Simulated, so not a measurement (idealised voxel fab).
process module | voxel quadruple lines
cross-section cut | 155 nm wide | cells 5 nm
A cross-section is a grid of square cells, given in bands from the top down. A band is one or more rows of cells.
Each band's line starts with the height of the band's top and of its bottom, in nm. Then come its materials from left to right, each with its width in nm. One material with "throughout" fills the band from edge to edge. "air" is empty space.
Height 0 is the level under which the wafer as received is all one material. The lowest band goes on downwards, as in "0 down".
A width such as "30 to 40" changes by the same amount from each row of cells to the next, from the band's top row to its bottom row.
"no change" after a step means that no cell of the cross-section changed.
closed voids: empty space of 8 cells or more with no open way to the top, each as width x height at its distance from the left edge, in nm
after a step's settings: what the simulator itself notes on the step
overlay nm, on a step with a mask: how far to the right of its planned place the mask lay; to the left if negative
plan
1 op RECEIVE | material Si
2 op CONFORMAL_DEP | material SiO2 | thk nm 5
3 op DIRECTIONAL_DEP | material W | thk nm 10
4 op DIRECTIONAL_DEP | material polySi | thk nm 15
5 op DIRECTIONAL_DEP | material aC | thk nm 20
6 op PATTERN | tone cover | mask id MANDREL | material resist | width nm 35 | thk nm 30 | overlay nm 0
7 op DIRECTIONAL_ETCH | etch materials aC | depth nm 20
8 op STRIP | etch materials resist
9 op CONFORMAL_DEP | material SiO2 | thk nm 15
10 op DIRECTIONAL_ETCH | etch materials SiO2 | depth nm 15
11 op STRIP | etch materials aC
12 op DIRECTIONAL_ETCH | etch materials polySi | depth nm 15
13 op STRIP | etch materials SiO2
14 op CONFORMAL_DEP | material SiCN | thk nm 10
15 op DIRECTIONAL_ETCH | etch materials SiCN | depth nm 10
16 op STRIP | etch materials polySi
17 op DIRECTIONAL_ETCH | etch materials W | depth nm 10
18 op STRIP | etch materials SiCN
as received, after step 1
  0 down: Si throughout
  closed voids: none
first wafer at the end, as planned
  15 to 5: air 35 | W 10 | air 15 | W 10 | air 15 | W 10 | air 15 | W 10 | air 35
  5 to 0: SiO2 throughout
  0 down: Si throughout
  closed voids: none
second wafer at the end: like start, like plan, one mistake
  15 to 5: air 35 | W 35 | air 15 | W 35 | air 35
  5 to 0: SiO2 throughout
  0 down: Si throughout
  closed voids: none
what went wrong: steps 16 and 17 were swapped
at the end the second wafer has, in cells: 12 more of W
